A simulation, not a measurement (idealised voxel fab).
process module | voxel self aligned contacts
195 nm wide, 5 nm square cells: that's cross-section cut.
Heads up, the way a cross-section reads in here is a grid of square cells, handed over as bands from the top down, with every band being one or more rows of cells. The entry gives the band's vertical extent as a top height and a bottom height in nm, then its horizontal make-up as materials from left to right, each with a width in nm. "empty" stands for empty space; a single material marked "full width" fills the band edge to edge. Counting heights begins at 0, where everything beneath is, in the wafer as received, one material. The lowest band has no bottom; it goes on downwards, as "0 nm and below" shows. A two-number width, for instance "30 to 40", indicates that the width is equal to the first number in the top row of the band and to the second number in the bottom row, and that it changes by a constant amount per row of cells. "all unchanged" for a step: no cell of the cross-section changed in that step. In "Closed cavities" the enclosed voids are listed, meaning empty spaces of 8 cells or larger without any opening to the top. The form is width x height at distance, distance from the left edge, units nm. Text after the settings on a step's line: the simulator's own remark on that step. A step's line can hold "overlay nm"; with a mask on that step, the setting says how far right of the planned place the mask lay, while a negative setting says it lay to the left.
These are the steps we planned for the process:
step 1: RECEIVE, material Si
step 2: CONFORMAL_DEP, material SiO2, thk nm 5
step 3: DIRECTIONAL_DEP, material polySi, thk nm 20
step 4: DIRECTIONAL_DEP, material SiN, thk nm 15
step 5: PATTERN, tone cover, mask id GATE, material resist, width nm 30, pitch nm 65, thk nm 15, overlay nm 0
step 6: DIRECTIONAL_ETCH, etch materials SiN, depth nm 15
step 7: DIRECTIONAL_ETCH, etch materials polySi, depth nm 20
step 8: STRIP, etch materials resist
step 9: CONFORMAL_DEP, material SiN, thk nm 5
step 10: DIRECTIONAL_ETCH, etch materials SiN, depth nm 5
step 11: FILL_DEP, material SiO2, thk nm 15
step 12: CMP, height nm 50
step 13: PATTERN, tone open, mask id CONTACT, material resist, width nm 45, thk nm 20, overlay nm 0
step 14: DIRECTIONAL_ETCH, etch materials SiO2, depth nm 50
step 15: STRIP, etch materials resist
step 16: CONFORMAL_DEP, material TiN, thk nm 5
step 17: FILL_DEP, material Ru, thk nm 5
step 18: CMP, height nm 50
step 19: CONFORMAL_DEP, material SiCN, thk nm 5
Cross-sectional view of the wafer in its as-received condition, corresponding to the state after step 1:
- 0 nm and below = Si full width
- Closed cavities: none
Module complete - cross-section of the first of two wafers, run according to plan:
- 55 nm to 50 nm = SiCN full width
- 50 nm to 40 nm = 75 SiO2  5 to 15 TiN  35 to 15 Ru  5 to 15 TiN  75 SiO2
- 40 nm to 25 nm = 45 SiO2  40 SiN  5 TiN  15 Ru  5 TiN  40 SiN  45 SiO2
- 25 nm to 5 nm = 45 SiO2  5 SiN  30 polySi  5 SiN  5 TiN  15 Ru  5 TiN  5 SiN  30 polySi  5 SiN  45 SiO2
- 5 nm to 0 nm = 85 SiO2  25 TiN  85 SiO2
- 0 nm and below = Si full width
- Closed cavities: none
Cross-section at end of module for the second wafer of two, which matched the first in starting point and plan and differed by one mistake in its processing:
- 55 nm to 50 nm = SiCN full width
- 50 nm to 40 nm = 45 SiO2  40 SiN  5 TiN  15 Ru  5 TiN  40 SiN  45 SiO2
- 40 nm to 35 nm = 45 SiO2  40 SiN  25 TiN  40 SiN  45 SiO2
- 35 nm to 25 nm = SiN full width
- 25 nm to 5 nm = polySi full width
- 5 nm to 0 nm = SiO2 full width
- 0 nm and below = Si full width
- Closed cavities: none
The plan and the run diverged here: step 4 was processed under conditions differing from the plan, specifically as DIRECTIONAL_DEP, material SiN, thk nm 25
Count the cells at the end and the second wafer has more or fewer of some materials than the first: Ru: 25 fewer; SiN: 62 more; SiO2: 127 fewer; TiN: 18 fewer; polySi: 108 more
